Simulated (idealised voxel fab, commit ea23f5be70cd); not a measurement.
Process module heading - voxel capacitor over wiring
We display cut, a cross-section 250 nm in width whose square cells are each 5 nm.
Notation: cross-section as square-cell grid; stated in bands, top first, going down; one or more cell rows per band. A band entry consists of two parts. The first gives the height of the band's top and the height of its bottom, in nm. The rest lists the band's materials from left to right, each with its width in nm. A single material labelled with the word "all across" fills the band from edge to edge, and the word "empty" marks empty space. Height 0 is the level under which the wafer as received is all one material. The lowest band goes on downwards, as in "from 0 down". A width given as "30 to 40" starts at the first number in the band's top row and ends at the second number in its bottom row, shifting by an equal amount at every step from row to row. Reading "no change" for a step: not a cell of the cross-section changed in it. "Fully enclosed voids" contains a list of empty spaces, each no smaller than 8 cells and without an open way to the top, written in the form width x height at distance with the distance from the left edge and all three in nm. If you see something after the settings on a step's line, that's the simulator's own remark about that step. On any step carrying a mask, the "overlay nm" setting, if present on the step's line, tells how far right of its planned place the mask lay; negative values point to the left. Layout of what follows: cross-section pairs, each bracketing one process step, the after cross-section shown only to the lowest band that changed, the step between and its settings noted under each pair. Pairs may originate in different runs of this module on the same starting wafer; a pair continues from the pair above only where its entry headed "Status quo ante" says so.

Status quo ante:
* from 95 to 90 | TiN 95 | empty 5 | TiN 150
* from 90 to 85 | SiO2 90 | TiN 5 | empty 5 | TiN 5 | SiO2 145
* from 85 to 80 | SiO2 90 | TiN 15 | SiO2 145
* from 80 to 75 | SiO2 80 | Al2O3 65 | SiO2 105
* from 75 to 65 | SiO2 75 | TiN 75 | SiO2 100
* from 65 to 55 | TiN all across
* from 55 to 40 | SiO2 80 | Ru 15 | SiO2 155
* from 40 to 35 | SiCN 80 | Ru 15 | SiCN 155
* from 35 to 20 | lowk 65 | TiN 5 | Cu 20 | TiN 5 | lowk 60 | TiN 5 | Cu 20 | TiN 5 | lowk 65
* from 20 to 15 | SiCN 65 | TiN 30 | SiCN 60 | TiN 30 | SiCN 65
* from 15 to 0 | SiO2 all across
* from 0 down | Si all across
* Fully enclosed voids: none

Cross-Section Thereafter:
* from 100 to 95 | Ru all across
* from 95 to 90 | TiN 95 | Ru 5 | TiN 150
* from 90 to 85 | SiO2 90 | TiN 5 | Ru 5 | TiN 5 | SiO2 145
* Everything below 85 is unchanged.
* Fully enclosed voids: none
Which step turns the before cross-section above into the after cross-section? FILL_DEP: material Ru, thk nm 5

Status quo ante: For the state before this step, see the after cross-section of the pair located directly above.

Cross-Section Thereafter:
* from 90 to 85 | SiO2 90 | TiN 5 | Ru 5 | TiN 5 | SiO2 145
* Everything below 85 is unchanged.
* Fully enclosed voids: none
Which step turns the before cross-section above into the after cross-section? CMP: height nm 90

Status quo ante: For the state before this step, see the after cross-section of the pair located directly above.

Cross-Section Thereafter:
* from 95 to 90 | SiCN all across
* Everything below 90 is unchanged.
* Fully enclosed voids: none
Which step turns the before cross-section above into the after cross-section? CONFORMAL_DEP: material SiCN, thk nm 5

Status quo ante:
* from 65 to 55 | TiN all across
* from 55 to 40 | SiO2 80 | Ru 15 | SiO2 155
* from 40 to 35 | SiCN 80 | Ru 15 | SiCN 155
* from 35 to 20 | lowk 65 | TiN 5 | Cu 20 | TiN 5 | lowk 60 | TiN 5 | Cu 20 | TiN 5 | lowk 65
* from 20 to 15 | SiCN 65 | TiN 30 | SiCN 60 | TiN 30 | SiCN 65
* from 15 to 0 | SiO2 all across
* from 0 down | Si all across
* Fully enclosed voids: none

Cross-Section Thereafter:
* from 80 to 65 | Al2O3 all across
* Everything below 65 is unchanged.
* Fully enclosed voids: none
Which step turns the before cross-section above into the after cross-section? DIRECTIONAL_DEP: material Al2O3, thk nm 15

Status quo ante: For the state before this step, see the after cross-section of the pair located directly above.

Cross-Section Thereafter:
* from 90 to 80 | TiN all across
* Everything below 80 is unchanged.
* Fully enclosed voids: none
Which step turns the before cross-section above into the after cross-section? DIRECTIONAL_DEP: material TiN, thk nm 10

Status quo ante: For the state before this step, see the after cross-section of the pair located directly above.

Cross-Section Thereafter:
* from 90 to 80 | empty 80 | TiN 65 | empty 105
* Everything below 80 is unchanged.
* Fully enclosed voids: none
Which step turns the before cross-section above into the after cross-section? MASKED_ETCH: tone cover, mask id UPPER_PLATE, width nm 65, etch materials TiN, depth nm 10, overlay nm 0

Status quo ante: For the state before this step, see the after cross-section of the pair located directly above.

Cross-Section Thereafter:
* from 90 to 80 | empty 80 | TiN 65 | empty 105
* from 80 to 75 | empty 80 | Al2O3 65 | empty 105
* Everything below 75 is unchanged.
* Fully enclosed voids: none
Which step turns the before cross-section above into the after cross-section? MASKED_ETCH: tone cover, mask id UPPER_PLATE, width nm 65, etch materials Al2O3, depth nm 5, overlay nm 0

Status quo ante: For the state before this step, see the after cross-section of the pair located directly above.

Cross-Section Thereafter:
* from 110 to 90 | empty 75 | resist 75 | empty 100
* from 90 to 80 | empty 75 | resist 5 | TiN 65 | resist 5 | empty 100
* from 80 to 75 | empty 75 | resist 5 | Al2O3 65 | resist 5 | empty 100
* Everything below 75 is unchanged.
* Fully enclosed voids: none
Which step turns the before cross-section above into the after cross-section? PATTERN: tone cover, mask id LOWER_PLATE, material resist, width nm 75, thk nm 20, overlay nm 0

Status quo ante: For the state before this step, see the after cross-section of the pair located directly above.

Cross-Section Thereafter:
* from 90 to 80 | empty 80 | TiN 65 | empty 105
* from 80 to 75 | empty 80 | Al2O3 65 | empty 105
* Everything below 75 is unchanged.
* Fully enclosed voids: none
Which step turns the before cross-section above into the after cross-section? STRIP: etch materials resist

Status quo ante: For the state before this step, see the after cross-section of the pair located directly above.

Cross-Section Thereafter:
* from 105 to 90 | SiO2 all across
* from 90 to 80 | SiO2 80 | TiN 65 | SiO2 105
* from 80 to 75 | SiO2 80 | Al2O3 65 | SiO2 105
* Everything below 75 is unchanged.
* Fully enclosed voids: none
Which step turns the before cross-section above into the after cross-section? FILL_DEP: material SiO2, thk nm 15

Status quo ante: For the state before this step, see the after cross-section of the pair located directly above.

Cross-Section Thereafter:
* from 90 to 80 | SiO2 80 | TiN 65 | SiO2 105
* Everything below 80 is unchanged.
* Fully enclosed voids: none
Which step turns the before cross-section above into the after cross-section? CMP: height nm 90

Status quo ante: For the state before this step, see the after cross-section of the pair located directly above.

Cross-Section Thereafter:
* from 105 to 90 | resist 90 | empty 15 | resist 145
* Everything below 90 is unchanged.
* Fully enclosed voids: none
Which step turns the before cross-section above into the after cross-section? PATTERN: tone open, mask id PLUG_2, material resist, width nm 15, thk nm 15, overlay nm 0

Status quo ante: For the state before this step, see the after cross-section of the pair located directly above.

Cross-Section Thereafter:
* from 90 to 80 | SiO2 80 | TiN 65 | SiO2 105
* Everything below 80 is unchanged.
* Fully enclosed voids: none
Which step turns the before cross-section above into the after cross-section? STRIP: etch materials resist

Status quo ante: For the state before this step, see the after cross-section of the pair located directly above.

Cross-Section Thereafter:
* from 95 to 90 | TiN all across
* Everything below 90 is unchanged.
* Fully enclosed voids: none
Which step turns the before cross-section above into the after cross-section? CONFORMAL_DEP: material TiN, thk nm 5

Status quo ante: For the state before this step, see the after cross-section of the pair located directly above.

Cross-Section Thereafter:
* from 100 to 95 | Ru all across
* Everything below 95 is unchanged.
* Fully enclosed voids: none
Which step turns the before cross-section above into the after cross-section? FILL_DEP: material Ru, thk nm 5

Status quo ante: For the state before this step, see the after cross-section of the pair located directly above.

Cross-Section Thereafter:
* from 90 to 80 | SiO2 80 | TiN 65 | SiO2 105
* Everything below 80 is unchanged.
* Fully enclosed voids: none
Which step turns the before cross-section above into the after cross-section? CMP: height nm 90

Status quo ante: For the state before this step, see the after cross-section of the pair located directly above.

Cross-Section Thereafter:
* from 95 to 90 | SiCN all across
* Everything below 90 is unchanged.
* Fully enclosed voids: none
Which step turns the before cross-section above into the after cross-section? CONFORMAL_DEP: material SiCN, thk nm 5

Status quo ante:
* from 50 to 35 | aC all across
* from 35 to 20 | lowk all across
* from 20 to 15 | SiCN all across
* from 15 to 0 | SiO2 all across
* from 0 down | Si all across
* Fully enclosed voids: none

Cross-Section Thereafter:
* from 80 to 50 | resist 70 | empty 25 | resist 65 | empty 25 | resist 65
* Everything below 50 is unchanged.
* Fully enclosed voids: none
Which step turns the before cross-section above into the after cross-section? PATTERN: tone open, mask id METAL_1, material resist, width nm 25, pitch nm 90, thk nm 30, overlay nm 0

Status quo ante: For the state before this step, see the after cross-section of the pair located directly above.

Cross-Section Thereafter:
* from 65 to 50 | resist 70 | empty 25 | resist 65 | empty 25 | resist 65
* from 50 to 35 | aC 70 | empty 25 | aC 65 | empty 25 | aC 65
* Everything below 35 is unchanged.
* Fully enclosed voids: none
Which step turns the before cross-section above into the after cross-section? DIRECTIONAL_ETCH: etch materials aC, depth nm 15

Status quo ante: For the state before this step, see the after cross-section of the pair located directly above.

Cross-Section Thereafter:
* from 50 to 35 | aC 70 | empty 25 | aC 65 | empty 25 | aC 65
* Everything below 35 is unchanged.
* Fully enclosed voids: none
Which step turns the before cross-section above into the after cross-section? STRIP: etch materials resist

Status quo ante: For the state before this step, see the after cross-section of the pair located directly above.

Cross-Section Thereafter:
* from 50 to 35 | aC 70 | empty 25 | aC 65 | empty 25 | aC 65
* from 35 to 20 | lowk 70 | empty 25 | lowk 65 | empty 25 | lowk 65
* Everything below 20 is unchanged.
* Fully enclosed voids: none
Which step turns the before cross-section above into the after cross-section? DIRECTIONAL_ETCH: etch materials lowk, depth nm 15

Status quo ante: For the state before this step, see the after cross-section of the pair located directly above.

Cross-Section Thereafter:
* from 50 to 35 | aC 70 | empty 25 | aC 65 | empty 25 | aC 65
* from 35 to 20 | lowk 70 | empty 25 | lowk 65 | empty 25 | lowk 65
* from 20 to 15 | SiCN 70 | empty 25 | SiCN 65 | empty 25 | SiCN 65
* Everything below 15 is unchanged.
* Fully enclosed voids: none
Which step turns the before cross-section above into the after cross-section? DIRECTIONAL_ETCH: etch materials SiCN, depth nm 5

Status quo ante: For the state before this step, see the after cross-section of the pair located directly above.

Cross-Section Thereafter:
* from 35 to 20 | lowk 70 | empty 25 | lowk 65 | empty 25 | lowk 65
* Everything below 20 is unchanged.
* Fully enclosed voids: none
Which step turns the before cross-section above into the after cross-section? STRIP: etch materials aC

Status quo ante: For the state before this step, see the after cross-section of the pair located directly above.

Cross-Section Thereafter:
* from 40 to 35 | TiN 75 | empty 15 | TiN 75 | empty 15 | TiN 70
* from 35 to 20 | lowk 70 | TiN 5 | empty 15 | TiN 5 | lowk 65 | TiN 5 | empty 15 | TiN 5 | lowk 65
* from 20 to 15 | SiCN 70 | TiN 25 | SiCN 65 | TiN 25 | SiCN 65
* Everything below 15 is unchanged.
* Fully enclosed voids: none
Which step turns the before cross-section above into the after cross-section? CONFORMAL_DEP: material TiN, thk nm 5

Status quo ante: For the state before this step, see the after cross-section of the pair located directly above.

Cross-Section Thereafter:
* from 50 to 40 | Cu all across
* from 40 to 35 | TiN 75 | Cu 15 | TiN 75 | Cu 15 | TiN 70
* from 35 to 20 | lowk 70 | TiN 5 | Cu 15 | TiN 5 | lowk 65 | TiN 5 | Cu 15 | TiN 5 | lowk 65
* Everything below 20 is unchanged.
* Fully enclosed voids: none
Which step turns the before cross-section above into the after cross-section? FILL_DEP: material Cu, thk nm 10

Status quo ante: For the state before this step, see the after cross-section of the pair located directly above.

Cross-Section Thereafter:
* from 35 to 20 | lowk 70 | TiN 5 | Cu 15 | TiN 5 | lowk 65 | TiN 5 | Cu 15 | TiN 5 | lowk 65
* Everything below 20 is unchanged.
* Fully enclosed voids: none
Which step turns the before cross-section above into the after cross-section? CMP: height nm 35

Status quo ante: For the state before this step, see the after cross-section of the pair located directly above.

Cross-Section Thereafter:
* from 40 to 35 | SiCN all across
* Everything below 35 is unchanged.
* Fully enclosed voids: none
Which step turns the before cross-section above into the after cross-section? CONFORMAL_DEP: material SiCN, thk nm 5

Status quo ante: For the state before this step, see the after cross-section of the pair located directly above.

Cross-Section Thereafter:
* from 55 to 40 | SiO2 all across
* Everything below 40 is unchanged.
* Fully enclosed voids: none
Which step turns the before cross-section above into the after cross-section? DIRECTIONAL_DEP: material SiO2, thk nm 15

Status quo ante: For the state before this step, see the after cross-section of the pair located directly above.

Cross-Section Thereafter:
* from 55 to 40 | SiO2 80 | empty 15 | SiO2 155
* Everything below 40 is unchanged.
* Fully enclosed voids: none
Which step turns the before cross-section above into the after cross-section? MASKED_ETCH: tone open, mask id PLUG_1, width nm 15, etch materials SiO2, depth nm 15, overlay nm 0

Status quo ante: For the state before this step, see the after cross-section of the pair located directly above.

Cross-Section Thereafter:
* from 55 to 40 | SiO2 80 | empty 15 | SiO2 155
* from 40 to 35 | SiCN 80 | empty 15 | SiCN 155
* Everything below 35 is unchanged.
* Fully enclosed voids: none
Which step turns the before cross-section above into the after cross-section? MASKED_ETCH: tone open, mask id PLUG_1, width nm 15, etch materials SiCN, depth nm 5, overlay nm 0

Status quo ante: For the state before this step, see the after cross-section of the pair located directly above.

Cross-Section Thereafter:
* from 55 to 45 | SiO2 80 | empty 15 | SiO2 155
* from 45 to 40 | SiO2 80 | Ru 15 | SiO2 155
* from 40 to 35 | SiCN 80 | Ru 15 | SiCN 155
* Everything below 35 is unchanged.
* Fully enclosed voids: none
Which step turns the before cross-section above into the after cross-section? EPI: material Ru, thk nm 10

Status quo ante: For the state before this step, see the after cross-section of the pair located directly above.

Cross-Section Thereafter:
* from 55 to 40 | SiO2 80 | Ru 15 | SiO2 155
* Everything below 40 is unchanged.
* Fully enclosed voids: none
Which step turns the before cross-section above into the after cross-section? EPI: material Ru, thk nm 10

Status quo ante: For the state before this step, see the after cross-section of the pair located directly above.

Cross-Section Thereafter:
* from 65 to 55 | TiN all across
* Everything below 55 is unchanged.
* Fully enclosed voids: none
Which step turns the before cross-section above into the after cross-section? DIRECTIONAL_DEP: material TiN, thk nm 10

Status quo ante: For the state before this step, see the after cross-section of the pair located directly above.

Cross-Section Thereafter:
* from 70 to 65 | Al2O3 all across
* Everything below 65 is unchanged.
* Fully enclosed voids: none
Which step turns the before cross-section above into the after cross-section? DIRECTIONAL_DEP: material Al2O3, thk nm 5

Status quo ante: For the state before this step, see the after cross-section of the pair located directly above.

Cross-Section Thereafter:
* from 80 to 70 | TiN all across
* Everything below 70 is unchanged.
* Fully enclosed voids: none
Which step turns the before cross-section above into the after cross-section? DIRECTIONAL_DEP: material TiN, thk nm 10

Status quo ante: For the state before this step, see the after cross-section of the pair located directly above.

Cross-Section Thereafter:
* from 80 to 70 | empty 80 | TiN 65 | empty 105
* Everything below 70 is unchanged.
* Fully enclosed voids: none
Which step turns the before cross-section above into the after cross-section? MASKED_ETCH: tone cover, mask id UPPER_PLATE, width nm 65, etch materials TiN, depth nm 10, overlay nm 0

Status quo ante: For the state before this step, see the after cross-section of the pair located directly above.

Cross-Section Thereafter:
* from 80 to 70 | empty 80 | TiN 65 | empty 105
* from 70 to 65 | empty 80 | Al2O3 65 | empty 105
* Everything below 65 is unchanged.
* Fully enclosed voids: none
Which step turns the before cross-section above into the after cross-section? MASKED_ETCH: tone cover, mask id UPPER_PLATE, width nm 65, etch materials Al2O3, depth nm 5, overlay nm 0

Status quo ante: For the state before this step, see the after cross-section of the pair located directly above.

Cross-Section Thereafter:
* from 100 to 80 | empty 75 | resist 75 | empty 100
* from 80 to 70 | empty 75 | resist 5 | TiN 65 | resist 5 | empty 100
* from 70 to 65 | empty 75 | resist 5 | Al2O3 65 | resist 5 | empty 100
* Everything below 65 is unchanged.
* Fully enclosed voids: none
Which step turns the before cross-section above into the after cross-section? PATTERN: tone cover, mask id LOWER_PLATE, material resist, width nm 75, thk nm 20, overlay nm 0

Status quo ante: For the state before this step, see the after cross-section of the pair located directly above.

Cross-Section Thereafter:
* from 100 to 80 | empty 75 | resist 75 | empty 100
* from 80 to 70 | empty 75 | resist 5 | TiN 65 | resist 5 | empty 100
* from 70 to 65 | empty 75 | resist 5 | Al2O3 65 | resist 5 | empty 100
* from 65 to 55 | empty 75 | TiN 75 | empty 100
* Everything below 55 is unchanged.
* Fully enclosed voids: none
Which step turns the before cross-section above into the after cross-section? DIRECTIONAL_ETCH: etch materials TiN, depth nm 10

Status quo ante: For the state before this step, see the after cross-section of the pair located directly above.

Cross-Section Thereafter:
* from 80 to 70 | empty 80 | TiN 65 | empty 105
* from 70 to 65 | empty 80 | Al2O3 65 | empty 105
* Everything below 65 is unchanged.
* Fully enclosed voids: none
Which step turns the before cross-section above into the after cross-section? STRIP: etch materials resist

Status quo ante: For the state before this step, see the after cross-section of the pair located directly above.

Cross-Section Thereafter:
* from 95 to 80 | SiO2 all across
* from 80 to 70 | SiO2 80 | TiN 65 | SiO2 105
* from 70 to 65 | SiO2 80 | Al2O3 65 | SiO2 105
* from 65 to 55 | SiO2 75 | TiN 75 | SiO2 100
* Everything below 55 is unchanged.
* Fully enclosed voids: none
Which step turns the before cross-section above into the after cross-section? FILL_DEP: material SiO2, thk nm 15

Status quo ante: For the state before this step, see the after cross-section of the pair located directly above.

Cross-Section Thereafter:
* from 90 to 80 | SiO2 all across
* Everything below 80 is unchanged.
* Fully enclosed voids: none
Which step turns the before cross-section above into the after cross-section? CMP: height nm 90

Status quo ante: For the state before this step, see the after cross-section of the pair located directly above.

Cross-Section Thereafter:
* from 105 to 90 | resist 90 | empty 15 | resist 145
* Everything below 90 is unchanged.
* Fully enclosed voids: none
Which step turns the before cross-section above into the after cross-section? PATTERN: tone open, mask id PLUG_2, material resist, width nm 15, thk nm 15, overlay nm 0

Status quo ante: For the state before this step, see the after cross-section of the pair located directly above.

Cross-Section Thereafter:
* from 105 to 90 | resist 90 | empty 15 | resist 145
* from 90 to 80 | SiO2 90 | empty 15 | SiO2 145
* Everything below 80 is unchanged.
* Fully enclosed voids: none
Which step turns the before cross-section above into the after cross-section? DIRECTIONAL_ETCH: etch materials SiO2, depth nm 10

Status quo ante: For the state before this step, see the after cross-section of the pair located directly above.

Cross-Section Thereafter:
* from 90 to 80 | SiO2 90 | empty 15 | SiO2 145
* Everything below 80 is unchanged.
* Fully enclosed voids: none
Which step turns the before cross-section above into the after cross-section? STRIP: etch materials resist

Status quo ante: For the state before this step, see the after cross-section of the pair located directly above.

Cross-Section Thereafter:
* from 95 to 90 | TiN 95 | empty 5 | TiN 150
* from 90 to 85 | SiO2 90 | TiN 5 | empty 5 | TiN 5 | SiO2 145
* from 85 to 80 | SiO2 90 | TiN 15 | SiO2 145
* Everything below 80 is unchanged.
* Fully enclosed voids: none
Which step turns the before cross-section above into the after cross-section? CONFORMAL_DEP: material TiN, thk nm 5

Status quo ante: For the state before this step, see the after cross-section of the pair located directly above.

Cross-Section Thereafter:
* from 100 to 95 | Ru all across
* from 95 to 90 | TiN 95 | Ru 5 | TiN 150
* from 90 to 85 | SiO2 90 | TiN 5 | Ru 5 | TiN 5 | SiO2 145
* Everything below 85 is unchanged.
* Fully enclosed voids: none
Which step turns the before cross-section above into the after cross-section? FILL_DEP: material Ru, thk nm 5

Status quo ante: For the state before this step, see the after cross-section of the pair located directly above.

Cross-Section Thereafter:
* from 90 to 85 | SiO2 90 | TiN 5 | Ru 5 | TiN 5 | SiO2 145
* Everything below 85 is unchanged.
* Fully enclosed voids: none
Which step turns the before cross-section above into the after cross-section? CMP: height nm 90

Status quo ante: For the state before this step, see the after cross-section of the pair located directly above.

Cross-Section Thereafter:
* from 95 to 90 | SiCN all across
* Everything below 90 is unchanged.
* Fully enclosed voids: none
Which step turns the before cross-section above into the after cross-section? CONFORMAL_DEP: material SiCN, thk nm 5

Status quo ante:
* from 55 to 40 | SiO2 80 | empty 15 | SiO2 155
* from 40 to 35 | SiCN all across
* from 35 to 20 | lowk 65 | TiN 5 | Cu 20 | TiN 5 | lowk 60 | TiN 5 | Cu 20 | TiN 5 | lowk 65
* from 20 to 15 | SiCN 65 | TiN 30 | SiCN 60 | TiN 30 | SiCN 65
* from 15 to 0 | SiO2 all across
* from 0 down | Si all across
* Fully enclosed voids: none

Cross-Section Thereafter:
* from 55 to 40 | SiO2 80 | empty 15 | SiO2 155
* from 40 to 35 | SiCN 80 | empty 5 | SiCN 165
* Everything below 35 is unchanged.
* Fully enclosed voids: none
Which step turns the before cross-section above into the after cross-section? MASKED_ETCH: tone open, mask id PLUG_1, width nm 15, etch materials SiCN, depth nm 5, overlay nm -10

Status quo ante: For the state before this step, see the after cross-section of the pair located directly above.

Cross-Section Thereafter:
* from 55 to 45 | SiO2 80 | empty 15 | SiO2 155
* from 45 to 40 | SiO2 80 | Ru 10 | empty 5 | SiO2 155
* from 40 to 35 | SiCN 80 | Ru 5 | SiCN 165
* Everything below 35 is unchanged.
* Fully enclosed voids: none
Which step turns the before cross-section above into the after cross-section? EPI: material Ru, thk nm 10

Status quo ante: For the state before this step, see the after cross-section of the pair located directly above.

Cross-Section Thereafter:
* from 55 to 40 | SiO2 80 | Ru 15 | SiO2 155
* Everything below 40 is unchanged.
* Fully enclosed voids: none
Which step turns the before cross-section above into the after cross-section? EPI: material Ru, thk nm 10

Status quo ante: For the state before this step, see the after cross-section of the pair located directly above.

Cross-Section Thereafter:
* from 65 to 55 | TiN all across
* Everything below 55 is unchanged.
* Fully enclosed voids: none
Which step turns the before cross-section above into the after cross-section? DIRECTIONAL_DEP: material TiN, thk nm 10

Status quo ante: For the state before this step, see the after cross-section of the pair located directly above.

Cross-Section Thereafter:
* from 70 to 65 | Al2O3 all across
* Everything below 65 is unchanged.
* Fully enclosed voids: none
Which step turns the before cross-section above into the after cross-section? DIRECTIONAL_DEP: material Al2O3, thk nm 5

Status quo ante: For the state before this step, see the after cross-section of the pair located directly above.

Cross-Section Thereafter:
* from 80 to 70 | TiN all across
* Everything below 70 is unchanged.
* Fully enclosed voids: none
Which step turns the before cross-section above into the after cross-section? DIRECTIONAL_DEP: material TiN, thk nm 10

Status quo ante: For the state before this step, see the after cross-section of the pair located directly above.

Cross-Section Thereafter:
* from 80 to 70 | empty 80 | TiN 65 | empty 105
* Everything below 70 is unchanged.
* Fully enclosed voids: none
Which step turns the before cross-section above into the after cross-section? MASKED_ETCH: tone cover, mask id UPPER_PLATE, width nm 65, etch materials TiN, depth nm 10, overlay nm 0

Status quo ante: For the state before this step, see the after cross-section of the pair located directly above.

Cross-Section Thereafter:
* from 80 to 70 | empty 80 | TiN 65 | empty 105
* from 70 to 65 | empty 80 | Al2O3 65 | empty 105
* Everything below 65 is unchanged.
* Fully enclosed voids: none
Which step turns the before cross-section above into the after cross-section? MASKED_ETCH: tone cover, mask id UPPER_PLATE, width nm 65, etch materials Al2O3, depth nm 5, overlay nm 0

Status quo ante: For the state before this step, see the after cross-section of the pair located directly above.

Cross-Section Thereafter:
* from 100 to 80 | empty 75 | resist 75 | empty 100
* from 80 to 70 | empty 75 | resist 5 | TiN 65 | resist 5 | empty 100
* from 70 to 65 | empty 75 | resist 5 | Al2O3 65 | resist 5 | empty 100
* Everything below 65 is unchanged.
* Fully enclosed voids: none
Which step turns the before cross-section above into the after cross-section? PATTERN: tone cover, mask id LOWER_PLATE, material resist, width nm 75, thk nm 20, overlay nm 0

Status quo ante: For the state before this step, see the after cross-section of the pair located directly above.

Cross-Section Thereafter:
* from 100 to 80 | empty 75 | resist 75 | empty 100
* from 80 to 70 | empty 75 | resist 5 | TiN 65 | resist 5 | empty 100
* from 70 to 65 | empty 75 | resist 5 | Al2O3 65 | resist 5 | empty 100
* from 65 to 55 | empty 75 | TiN 75 | empty 100
* Everything below 55 is unchanged.
* Fully enclosed voids: none
Which step turns the before cross-section above into the after cross-section? DIRECTIONAL_ETCH: etch materials TiN, depth nm 10

Status quo ante: For the state before this step, see the after cross-section of the pair located directly above.

Cross-Section Thereafter:
* from 80 to 70 | empty 80 | TiN 65 | empty 105
* from 70 to 65 | empty 80 | Al2O3 65 | empty 105
* Everything below 65 is unchanged.
* Fully enclosed voids: none
Which step turns the before cross-section above into the after cross-section? STRIP: etch materials resist

Status quo ante: For the state before this step, see the after cross-section of the pair located directly above.

Cross-Section Thereafter:
* from 95 to 80 | SiO2 all across
* from 80 to 70 | SiO2 80 | TiN 65 | SiO2 105
* from 70 to 65 | SiO2 80 | Al2O3 65 | SiO2 105
* from 65 to 55 | SiO2 75 | TiN 75 | SiO2 100
* Everything below 55 is unchanged.
* Fully enclosed voids: none
Which step turns the before cross-section above into the after cross-section? FILL_DEP: material SiO2, thk nm 15

Status quo ante: For the state before this step, see the after cross-section of the pair located directly above.

Cross-Section Thereafter:
* from 90 to 80 | SiO2 all across
* Everything below 80 is unchanged.
* Fully enclosed voids: none
Which step turns the before cross-section above into the after cross-section? CMP: height nm 90

Status quo ante: For the state before this step, see the after cross-section of the pair located directly above.

Cross-Section Thereafter:
* from 105 to 90 | resist 90 | empty 15 | resist 145
* Everything below 90 is unchanged.
* Fully enclosed voids: none
Which step turns the before cross-section above into the after cross-section? PATTERN: tone open, mask id PLUG_2, material resist, width nm 15, thk nm 15, overlay nm 0

Status quo ante: For the state before this step, see the after cross-section of the pair located directly above.

Cross-Section Thereafter:
* from 105 to 90 | resist 90 | empty 15 | resist 145
* from 90 to 80 | SiO2 90 | empty 15 | SiO2 145
* Everything below 80 is unchanged.
* Fully enclosed voids: none
Which step turns the before cross-section above into the after cross-section? DIRECTIONAL_ETCH: etch materials SiO2, depth nm 10

Status quo ante: For the state before this step, see the after cross-section of the pair located directly above.

Cross-Section Thereafter:
* from 90 to 80 | SiO2 90 | empty 15 | SiO2 145
* Everything below 80 is unchanged.
* Fully enclosed voids: none
Which step turns the before cross-section above into the after cross-section? STRIP: etch materials resist

Status quo ante: For the state before this step, see the after cross-section of the pair located directly above.

Cross-Section Thereafter:
* from 95 to 90 | TiN 95 | empty 5 | TiN 150
* from 90 to 85 | SiO2 90 | TiN 5 | empty 5 | TiN 5 | SiO2 145
* from 85 to 80 | SiO2 90 | TiN 15 | SiO2 145
* Everything below 80 is unchanged.
* Fully enclosed voids: none
Which step turns the before cross-section above into the after cross-section? CONFORMAL_DEP: material TiN, thk nm 5

Status quo ante: For the state before this step, see the after cross-section of the pair located directly above.

Cross-Section Thereafter:
* from 100 to 95 | Ru all across
* from 95 to 90 | TiN 95 | Ru 5 | TiN 150
* from 90 to 85 | SiO2 90 | TiN 5 | Ru 5 | TiN 5 | SiO2 145
* Everything below 85 is unchanged.
* Fully enclosed voids: none
Which step turns the before cross-section above into the after cross-section? FILL_DEP: material Ru, thk nm 5

Status quo ante: For the state before this step, see the after cross-section of the pair located directly above.

Cross-Section Thereafter:
* from 90 to 85 | SiO2 90 | TiN 5 | Ru 5 | TiN 5 | SiO2 145
* Everything below 85 is unchanged.
* Fully enclosed voids: none
Which step turns the before cross-section above into the after cross-section? CMP: height nm 90

Status quo ante: For the state before this step, see the after cross-section of the pair located directly above.

Cross-Section Thereafter:
* from 95 to 90 | SiCN all across
* Everything below 90 is unchanged.
* Fully enclosed voids: none
Which step turns the before cross-section above into the after cross-section? CONFORMAL_DEP: material SiCN, thk nm 5

Status quo ante:
* from 40 to 35 | SiCN all across
* from 35 to 20 | lowk 65 | TiN 5 | Cu 20 | TiN 5 | lowk 60 | TiN 5 | Cu 20 | TiN 5 | lowk 65
* from 20 to 15 | SiCN 65 | TiN 30 | SiCN 60 | TiN 30 | SiCN 65
* from 15 to 0 | SiO2 all across
* from 0 down | Si all across
* Fully enclosed voids: none

Cross-Section Thereafter:
* from 55 to 40 | Cu all across
* Everything below 40 is unchanged.
* Fully enclosed voids: none
Which step turns the before cross-section above into the after cross-section? DIRECTIONAL_DEP: material Cu, thk nm 15

Status quo ante: For the state before this step, see the after cross-section of the pair located directly above.

Cross-Section Thereafter:
* from 65 to 55 | Ru all across
* Everything below 55 is unchanged.
* Fully enclosed voids: none
Which step turns the before cross-section above into the after cross-section? EPI: material Ru, thk nm 10

Status quo ante: For the state before this step, see the after cross-section of the pair located directly above.

Cross-Section Thereafter:
* from 75 to 55 | Ru all across
* Everything below 55 is unchanged.
* Fully enclosed voids: none
Which step turns the before cross-section above into the after cross-section? EPI: material Ru, thk nm 10

Status quo ante: For the state before this step, see the after cross-section of the pair located directly above.

Cross-Section Thereafter:
* from 85 to 75 | TiN all across
* Everything below 75 is unchanged.
* Fully enclosed voids: none
Which step turns the before cross-section above into the after cross-section? DIRECTIONAL_DEP: material TiN, thk nm 10

Status quo ante: For the state before this step, see the after cross-section of the pair located directly above.

Cross-Section Thereafter:
* from 90 to 85 | Al2O3 all across
* Everything below 85 is unchanged.
* Fully enclosed voids: none
Which step turns the before cross-section above into the after cross-section? DIRECTIONAL_DEP: material Al2O3, thk nm 5

Status quo ante: For the state before this step, see the after cross-section of the pair located directly above.

Cross-Section Thereafter:
* from 100 to 90 | TiN all across
* Everything below 90 is unchanged.
* Fully enclosed voids: none
Which step turns the before cross-section above into the after cross-section? DIRECTIONAL_DEP: material TiN, thk nm 10

Status quo ante: For the state before this step, see the after cross-section of the pair located directly above.

Cross-Section Thereafter:
* from 100 to 90 | empty 80 | TiN 65 | empty 105
* Everything below 90 is unchanged.
* Fully enclosed voids: none
Which step turns the before cross-section above into the after cross-section? MASKED_ETCH: tone cover, mask id UPPER_PLATE, width nm 65, etch materials TiN, depth nm 10, overlay nm 0

Status quo ante: For the state before this step, see the after cross-section of the pair located directly above.

Cross-Section Thereafter:
* from 100 to 90 | empty 80 | TiN 65 | empty 105
* from 90 to 85 | empty 80 | Al2O3 65 | empty 105
* Everything below 85 is unchanged.
* Fully enclosed voids: none
Which step turns the before cross-section above into the after cross-section? MASKED_ETCH: tone cover, mask id UPPER_PLATE, width nm 65, etch materials Al2O3, depth nm 5, overlay nm 0

Status quo ante: For the state before this step, see the after cross-section of the pair located directly above.

Cross-Section Thereafter:
* from 120 to 100 | empty 75 | resist 75 | empty 100
* from 100 to 90 | empty 75 | resist 5 | TiN 65 | resist 5 | empty 100
* from 90 to 85 | empty 75 | resist 5 | Al2O3 65 | resist 5 | empty 100
* Everything below 85 is unchanged.
* Fully enclosed voids: none
Which step turns the before cross-section above into the after cross-section? PATTERN: tone cover, mask id LOWER_PLATE, material resist, width nm 75, thk nm 20, overlay nm 0
